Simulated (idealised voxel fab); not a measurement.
The process module presented herein is designated voxel gate over fins.
Shown is cross-section cut, with a width of 290 nm and square cells of size 5 nm.
A cross-section is a grid of square cells, given in bands from the top down. A band is one or more rows of cells. What a band's entry tells you: where the top is and where the bottom is, as heights in nm, and after that what lies inside, material by material from left to right, each with its width in nm. Empty space is written as the word "air", and a single material marked with the word "throughout" occupies the band from edge to edge. Heights are reckoned from 0. Under this level, the received wafer is all of one material. The bottommost band is open-ended downward, for example "0 down". Width "30..40": first value at the band's top row of cells, second value at its bottom row, equal change from row to row. When a step is marked "no modifications", none of the cells in the cross-section changed during that step. "Entrapped voids" contains a list of empty spaces, each no smaller than 8 cells and without an open way to the top, written in the form width x height at distance with the distance from the left edge and all three in nm. Past the settings on a step's line: simulator remark, on that step. overlay nm: mask offset rightward from planned place, masked step; negative means leftward offset.
**Below is the list of planned process steps**
1,RECEIVE, material Si
2,CONFORMAL_DEP, material SiN, thk nm 5
3,PATTERN, tone cover, mask id FINS, material resist, width nm 15, pitch nm 45, thk nm 15, overlay nm 0
4,DIRECTIONAL_ETCH, etch materials SiN, depth nm 5
5,DIRECTIONAL_ETCH, etch materials Si, depth nm 30
6,STRIP, etch materials resist
7,OXIDIZE, depth nm 5
8,FILL_DEP, material SiO2, thk nm 5
9,CMP, height nm 5
10,SELECTIVE_ETCH, etch materials SiO2, depth nm 15
11,STRIP, etch materials SiN
12,CONFORMAL_DEP, material HfO2, thk nm 5
13,CONFORMAL_DEP, material TiN, thk nm 5
14,FILL_DEP, material W, thk nm 15
15,CMP, height nm 20
16,CONFORMAL_DEP, material SiCN, thk nm 10
**So this is the incoming wafer in cross-section - it's already been through step 1**
  0 down  Si throughout
  Entrapped voids: none
**Same starting wafer, same plan as above, one mistake in the execution; this is the cross-section at the end of the module**
  30 to 20  SiCN throughout
  20 to 10  W throughout
  10 to 5  95 of TiN / 5 of W / 40 of TiN / 5 of W / 40 of TiN / 5 of W / 100 of TiN
  5 to 0  90 of HfO2 / 5 of TiN / 5 of W / 5 of TiN / 30 of HfO2 / 5 of TiN / 5 of W / 5 of TiN / 30 of HfO2 / 5 of TiN / 5 of W / 5 of TiN / 95 of HfO2
  0 to -5  85 of Si / 5 of HfO2 / 15 of TiN / 5 of HfO2 / 20 of Si / 5 of HfO2 / 15 of TiN / 5 of HfO2 / 20 of Si / 5 of HfO2 / 15 of TiN / 5 of HfO2 / 90 of Si
  -5 to -10  85 of Si / 25 of HfO2 / 20 of Si / 25 of HfO2 / 20 of Si / 25 of HfO2 / 90 of Si
  -10 to -35  85 of Si / 25 of SiO2 / 20 of Si / 25 of SiO2 / 20 of Si / 25 of SiO2 / 90 of Si
  -35 down  Si throughout
  Entrapped voids: none
Plan not followed: step 3 was not run as planned; what actually ran was PATTERN, tone open, mask id FINS, material resist, width nm 15, pitch nm 45, thk nm 15, overlay nm 0
